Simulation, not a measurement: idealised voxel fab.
Documented hereafter: the process module known as voxel capacitor over wiring.
Square cell edge 5 nm, section width 285 nm, ID cut.
Think of the cross-section as a grid of square cells. We describe it in bands, top to bottom, and each band covers one or more rows of those cells.
Top, bottom (nm), then materials left to right with widths (nm); lone material tagged "full width" fills the whole band edge to edge; "air" = empty space.
Heights are reckoned from 0. Under this level, the received wafer is all of one material. The bottommost band is open-ended downward, for example "0 and below".
When a width is written as two numbers, as in "30..40", the first number is the width in the top row of cells of the band and the second is the width in its bottom row, and the width changes by the same amount from each row to the next.
A step reported as "left unchanged" is a step in which no cell of the cross-section changed.
Entry "Closed void register" = empty spaces >= 8 cells with no open way to the top; each as width x height at distance, distance from left edge, all nm.
Heads up: the bit after the settings on a step's line is the simulator's remark on that step.
The setting "overlay nm" may be written on the line of a step. When the step uses a mask, the value reports how far to the right of the planned place the mask lay, and a negative value reports that it lay to the left.

Planned process steps
step 1: op RECEIVE | material Si
step 2: op CONFORMAL_DEP | material SiO2 | thk nm 15
step 3: op CONFORMAL_DEP | material SiN | thk nm 5
step 4: op DIRECTIONAL_DEP | material SiO2 | thk nm 20
step 5: op MASKED_ETCH | tone open | mask id METAL_1 | width nm 25 | pitch nm 80 | etch materials SiO2 | depth nm 20 | overlay nm 0
step 6: op MASKED_ETCH | tone open | mask id METAL_1 | width nm 25 | pitch nm 80 | etch materials SiN | depth nm 5 | overlay nm 0
step 7: op CONFORMAL_DEP | material TiN | thk nm 5
step 8: op FILL_DEP | material W | thk nm 5
step 9: op CMP | height nm 40
step 10: op CONFORMAL_DEP | material SiCN | thk nm 5
step 11: op DIRECTIONAL_DEP | material SiO2 | thk nm 20
step 12: op PATTERN | tone open | mask id PLUG_1 | material resist | width nm 15 | thk nm 20 | overlay nm 0
step 13: op DIRECTIONAL_ETCH | etch materials SiO2 | depth nm 20
step 14: op DIRECTIONAL_ETCH | etch materials SiCN | depth nm 5
step 15: op STRIP | etch materials resist
step 16: op CONFORMAL_DEP | material TiN | thk nm 5
step 17: op FILL_DEP | material Ru | thk nm 10
step 18: op CMP | height nm 65
step 19: op DIRECTIONAL_DEP | material TiN | thk nm 5
step 20: op DIRECTIONAL_DEP | material HfO2 | thk nm 5
step 21: op DIRECTIONAL_DEP | material TiN | thk nm 5
step 22: op DIRECTIONAL_DEP | material aC | thk nm 15
step 23: op PATTERN | tone cover | mask id UPPER_PLATE | material resist | width nm 60 | thk nm 35 | overlay nm 0
step 24: op DIRECTIONAL_ETCH | etch materials aC | depth nm 15
step 25: op STRIP | etch materials resist
step 26: op DIRECTIONAL_ETCH | etch materials TiN | depth nm 5
step 27: op DIRECTIONAL_ETCH | etch materials HfO2 | depth nm 5
step 28: op STRIP | etch materials aC
step 29: op DIRECTIONAL_DEP | material aC | thk nm 15
step 30: op PATTERN | tone cover | mask id LOWER_PLATE | material resist | width nm 70 | thk nm 30 | overlay nm 0
step 31: op DIRECTIONAL_ETCH | etch materials aC | depth nm 15
step 32: op STRIP | etch materials resist
step 33: op DIRECTIONAL_ETCH | etch materials TiN | depth nm 5
step 34: op STRIP | etch materials aC
step 35: op FILL_DEP | material SiO2 | thk nm 20
step 36: op CMP | height nm 95
step 37: op PATTERN | tone open | mask id PLUG_2 | material resist | width nm 15 | thk nm 20 | overlay nm 0
step 38: op DIRECTIONAL_ETCH | etch materials SiO2 | depth nm 15
step 39: op STRIP | etch materials resist
step 40: op CONFORMAL_DEP | material TiN | thk nm 5
step 41: op FILL_DEP | material Cu | thk nm 10
step 42: op CMP | height nm 95
step 43: op CONFORMAL_DEP | material SiN | thk nm 5

First out of two wafers; run went to plan

Incoming wafer in cross-section (state: after step 1)
* 0 and below | Si full width
* Closed void register: none

State of the wafer after step 2, shown in cross-section
* 15 down to 0 | SiO2 full width
* Note: structure below 0 unchanged.

State of the wafer after step 3, shown in cross-section
* 20 down to 15 | SiN full width
* Note: structure below 15 unchanged.

State of the wafer after step 4, shown in cross-section
* 40 down to 20 | SiO2 full width
* Note: structure below 20 unchanged.

State of the wafer after step 5, shown in cross-section
* 40 down to 20 | SiO2 (90); air (25); SiO2 (55); air (25); SiO2 (90)
* Note: structure below 20 unchanged.

State of the wafer after step 6, shown in cross-section
* 40 down to 20 | SiO2 (90); air (25); SiO2 (55); air (25); SiO2 (90)
* 20 down to 15 | SiN (90); air (25); SiN (55); air (25); SiN (90)
* Note: structure below 15 unchanged.

State of the wafer after step 7, shown in cross-section
* 45 down to 40 | TiN (95); air (15); TiN (65); air (15); TiN (95)
* 40 down to 20 | SiO2 (90); TiN (5); air (15); TiN (5); SiO2 (55); TiN (5); air (15); TiN (5); SiO2 (90)
* 20 down to 15 | SiN (90); TiN (25); SiN (55); TiN (25); SiN (90)
* Note: structure below 15 unchanged.

State of the wafer after step 8, shown in cross-section
* 50 down to 45 | W full width
* 45 down to 40 | TiN (95); W (15); TiN (65); W (15); TiN (95)
* 40 down to 20 | SiO2 (90); TiN (5); W (15); TiN (5); SiO2 (55); TiN (5); W (15); TiN (5); SiO2 (90)
* Note: structure below 20 unchanged.

State of the wafer after step 9, shown in cross-section
* 40 down to 20 | SiO2 (90); TiN (5); W (15); TiN (5); SiO2 (55); TiN (5); W (15); TiN (5); SiO2 (90)
* Note: structure below 20 unchanged.

State of the wafer after step 10, shown in cross-section
* 45 down to 40 | SiCN full width
* Note: structure below 40 unchanged.

State of the wafer after step 11, shown in cross-section
* 65 down to 45 | SiO2 full width
* Note: structure below 45 unchanged.

State of the wafer after step 12, shown in cross-section
* 85 down to 65 | resist (100); air (15); resist (170)
* Note: structure below 65 unchanged.

State of the wafer after step 13, shown in cross-section
* 85 down to 65 | resist (100); air (15); resist (170)
* 65 down to 45 | SiO2 (100); air (15); SiO2 (170)
* Note: structure below 45 unchanged.

State of the wafer after step 14, shown in cross-section
* 85 down to 65 | resist (100); air (15); resist (170)
* 65 down to 45 | SiO2 (100); air (15); SiO2 (170)
* 45 down to 40 | SiCN (100); air (15); SiCN (170)
* Note: structure below 40 unchanged.

State of the wafer after step 15, shown in cross-section
* 65 down to 45 | SiO2 (100); air (15); SiO2 (170)
* Note: structure below 45 unchanged.

State of the wafer after step 16, shown in cross-section
* 70 down to 65 | TiN (105); air (5); TiN (175)
* 65 down to 45 | SiO2 (100); TiN (5); air (5); TiN (5); SiO2 (170)
* 45 down to 40 | SiCN (100); TiN (15); SiCN (170)
* Note: structure below 40 unchanged.

State of the wafer after step 17, shown in cross-section
* 80 down to 70 | Ru full width
* 70 down to 65 | TiN (105); Ru (5); TiN (175)
* 65 down to 45 | SiO2 (100); TiN (5); Ru (5); TiN (5); SiO2 (170)
* Note: structure below 45 unchanged.

State of the wafer after step 18, shown in cross-section
* 65 down to 45 | SiO2 (100); TiN (5); Ru (5); TiN (5); SiO2 (170)
* Note: structure below 45 unchanged.

State of the wafer after step 19, shown in cross-section
* 70 down to 65 | TiN full width
* Note: structure below 65 unchanged.

State of the wafer after step 20, shown in cross-section
* 75 down to 70 | HfO2 full width
* Note: structure below 70 unchanged.

State of the wafer after step 21, shown in cross-section
* 80 down to 75 | TiN full width
* Note: structure below 75 unchanged.

State of the wafer after step 22, shown in cross-section
* 95 down to 80 | aC full width
* Note: structure below 80 unchanged.

State of the wafer after step 23, shown in cross-section
* 130 down to 95 | air (100); resist (60); air (125)
* Note: structure below 95 unchanged.

State of the wafer after step 24, shown in cross-section
* 115 down to 95 | air (100); resist (60); air (125)
* 95 down to 80 | air (100); aC (60); air (125)
* Note: structure below 80 unchanged.

State of the wafer after step 25, shown in cross-section
* 95 down to 80 | air (100); aC (60); air (125)
* Note: structure below 80 unchanged.

State of the wafer after step 26, shown in cross-section
* 95 down to 80 | air (100); aC (60); air (125)
* 80 down to 75 | air (100); TiN (60); air (125)
* Note: structure below 75 unchanged.

State of the wafer after step 27, shown in cross-section
* 95 down to 80 | air (100); aC (60); air (125)
* 80 down to 75 | air (100); TiN (60); air (125)
* 75 down to 70 | air (100); HfO2 (60); air (125)
* Note: structure below 70 unchanged.

State of the wafer after step 28, shown in cross-section
* 80 down to 75 | air (100); TiN (60); air (125)
* Note: structure below 75 unchanged.

State of the wafer after step 29, shown in cross-section
* 95 down to 85 | air (100); aC (60); air (125)
* 85 down to 80 | aC full width
* 80 down to 75 | aC (100); TiN (60); aC (125)
* 75 down to 70 | aC (100); HfO2 (60); aC (125)
* Note: structure below 70 unchanged.

State of the wafer after step 30, shown in cross-section
* 125 down to 95 | air (95); resist (70); air (120)
* 95 down to 85 | air (95); resist (5); aC (60); resist (5); air (120)
* Note: structure below 85 unchanged.

State of the wafer after step 31, shown in cross-section
* 110 down to 95 | air (95); resist (70); air (120)
* 95 down to 85 | air (95); resist (5); aC (60); resist (5); air (120)
* 85 down to 80 | air (95); aC (70); air (120)
* 80 down to 75 | air (95); aC (5); TiN (60); aC (5); air (120)
* 75 down to 70 | air (95); aC (5); HfO2 (60); aC (5); air (120)
* Note: structure below 70 unchanged.

State of the wafer after step 32, shown in cross-section
* 95 down to 85 | air (100); aC (60); air (125)
* Note: structure below 85 unchanged.

State of the wafer after step 33, shown in cross-section
* 95 down to 85 | air (100); aC (60); air (125)
* 85 down to 80 | air (95); aC (70); air (120)
* 80 down to 75 | air (95); aC (5); TiN (60); aC (5); air (120)
* 75 down to 70 | air (95); aC (5); HfO2 (60); aC (5); air (120)
* 70 down to 65 | air (95); TiN (70); air (120)
* Note: structure below 65 unchanged.

State of the wafer after step 34, shown in cross-section
* 80 down to 75 | air (100); TiN (60); air (125)
* 75 down to 70 | air (100); HfO2 (60); air (125)
* Note: structure below 70 unchanged.

State of the wafer after step 35, shown in cross-section
* 100 down to 80 | SiO2 full width
* 80 down to 75 | SiO2 (100); TiN (60); SiO2 (125)
* 75 down to 70 | SiO2 (100); HfO2 (60); SiO2 (125)
* 70 down to 65 | SiO2 (95); TiN (70); SiO2 (120)
* Note: structure below 65 unchanged.

State of the wafer after step 36, shown in cross-section
* 95 down to 80 | SiO2 full width
* Note: structure below 80 unchanged.

State of the wafer after step 37, shown in cross-section
* 115 down to 95 | resist (110); air (15); resist (160)
* Note: structure below 95 unchanged.

State of the wafer after step 38, shown in cross-section
* 115 down to 95 | resist (110); air (15); resist (160)
* 95 down to 80 | SiO2 (110); air (15); SiO2 (160)
* Note: structure below 80 unchanged.

State of the wafer after step 39, shown in cross-section
* 95 down to 80 | SiO2 (110); air (15); SiO2 (160)
* Note: structure below 80 unchanged.

State of the wafer after step 40, shown in cross-section
* 100 down to 95 | TiN (115); air (5); TiN (165)
* 95 down to 85 | SiO2 (110); TiN (5); air (5); TiN (5); SiO2 (160)
* 85 down to 75 | SiO2 (110..100); TiN (15..60); SiO2 (160..125)
* Note: structure below 75 unchanged.

State of the wafer after step 41, shown in cross-section
* 110 down to 100 | Cu full width
* 100 down to 95 | TiN (115); Cu (5); TiN (165)
* 95 down to 85 | SiO2 (110); TiN (5); Cu (5); TiN (5); SiO2 (160)
* Note: structure below 85 unchanged.

State of the wafer after step 42, shown in cross-section
* 95 down to 85 | SiO2 (110); TiN (5); Cu (5); TiN (5); SiO2 (160)
* Note: structure below 85 unchanged.

State of the wafer after step 43, shown in cross-section
* 100 down to 95 | SiN full width
* Note: structure below 95 unchanged.

The second wafer was prepared from the same starting point and under the same plan as the first; its processing contained one mistake, and it remains indistinguishable from the first wafer up to and including step 20

Here is the second wafer in cross-section at the point where step 21 of the plan should have been done
* 90 down to 75 | TiN full width
* Note: structure below 75 unchanged.

Here is the second wafer in cross-section at the point where step 22 of the plan should have been done
* 105 down to 90 | aC full width
* Note: structure below 90 unchanged.

Here is the second wafer in cross-section at the point where step 23 of the plan should have been done
* 140 down to 105 | air (100); resist (60); air (125)
* Note: structure below 105 unchanged.

Here is the second wafer in cross-section at the point where step 24 of the plan should have been done
* 125 down to 105 | air (100); resist (60); air (125)
* 105 down to 90 | air (100); aC (60); air (125)
* Note: structure below 90 unchanged.

Here is the second wafer in cross-section at the point where step 25 of the plan should have been done
* 105 down to 90 | air (100); aC (60); air (125)
* Note: structure below 90 unchanged.

Here is the second wafer in cross-section at the point where step 26 of the plan should have been done
* 105 down to 90 | air (100); aC (60); air (125)
* 90 down to 85 | air (100); TiN (60); air (125)
* Note: structure below 85 unchanged.

Here is the second wafer in cross-section at the point where step 27 of the plan should have been done: left unchanged

Here is the second wafer in cross-section at the point where step 28 of the plan should have been done
* 90 down to 85 | air (100); TiN (60); air (125)
* Note: structure below 85 unchanged.

Here is the second wafer in cross-section at the point where step 29 of the plan should have been done
* 105 down to 100 | air (100); aC (60); air (125)
* 100 down to 90 | aC full width
* 90 down to 85 | aC (100); TiN (60); aC (125)
* Note: structure below 85 unchanged.

Here is the second wafer in cross-section at the point where step 30 of the plan should have been done
* 135 down to 105 | air (95); resist (70); air (120)
* 105 down to 100 | air (95); resist (5); aC (60); resist (5); air (120)
* Note: structure below 100 unchanged.

Here is the second wafer in cross-section at the point where step 31 of the plan should have been done
* 120 down to 105 | air (95); resist (70); air (120)
* 105 down to 100 | air (95); resist (5); aC (60); resist (5); air (120)
* 100 down to 90 | air (95); aC (70); air (120)
* 90 down to 85 | air (95); aC (5); TiN (60); aC (5); air (120)
* Note: structure below 85 unchanged.

Here is the second wafer in cross-section at the point where step 32 of the plan should have been done
* 105 down to 100 | air (100); aC (60); air (125)
* Note: structure below 100 unchanged.

Here is the second wafer in cross-section at the point where step 33 of the plan should have been done
* 105 down to 100 | air (100); aC (60); air (125)
* 100 down to 90 | air (95); aC (70); air (120)
* 90 down to 85 | air (95); aC (5); TiN (60); aC (5); air (120)
* 85 down to 80 | air (95); TiN (70); air (120)
* Note: structure below 80 unchanged.

Here is the second wafer in cross-section at the point where step 34 of the plan should have been done
* 90 down to 80 | air (100..95); TiN (60..70); air (125..120)
* Note: structure below 80 unchanged.

Here is the second wafer in cross-section at the point where step 35 of the plan should have been done
* 110 down to 90 | SiO2 full width
* 90 down to 80 | SiO2 (100..95); TiN (60..70); SiO2 (125..120)
* Note: structure below 80 unchanged.

Here is the second wafer in cross-section at the point where step 36 of the plan should have been done
* 95 down to 90 | SiO2 full width
* Note: structure below 90 unchanged.

Here is the second wafer in cross-section at the point where step 37 of the plan should have been done
* 115 down to 95 | resist (110); air (15); resist (160)
* Note: structure below 95 unchanged.

Here is the second wafer in cross-section at the point where step 38 of the plan should have been done
* 115 down to 95 | resist (110); air (15); resist (160)
* 95 down to 90 | SiO2 (110); air (15); SiO2 (160)
* Note: structure below 90 unchanged.

Here is the second wafer in cross-section at the point where step 39 of the plan should have been done
* 95 down to 90 | SiO2 (110); air (15); SiO2 (160)
* Note: structure below 90 unchanged.

Here is the second wafer in cross-section at the point where step 40 of the plan should have been done
* 100 down to 95 | TiN (115); air (5); TiN (165)
* 95 down to 85 | SiO2 (110..100); TiN (15..60); SiO2 (160..125)
* Note: structure below 85 unchanged.

Here is the second wafer in cross-section at the point where step 41 of the plan should have been done
* 110 down to 100 | Cu full width
* 100 down to 95 | TiN (115); Cu (5); TiN (165)
* Note: structure below 95 unchanged.

Here is the second wafer in cross-section at the point where step 42 of the plan should have been done
* 95 down to 85 | SiO2 (110..100); TiN (15..60); SiO2 (160..125)
* Note: structure below 85 unchanged.

Here is the second wafer in cross-section at the point where step 43 of the plan should have been done
* 100 down to 95 | SiN full width
* Note: structure below 95 unchanged.
What went wrong in running the wafer? step 21 was not run as planned; what actually ran was op DIRECTIONAL_DEP | material TiN | thk nm 15
Looking at both finished wafers in cells, the second ends up ahead of or behind the first on some materials: Cu -2; HfO2 +45; SiO2 -153; TiN +110
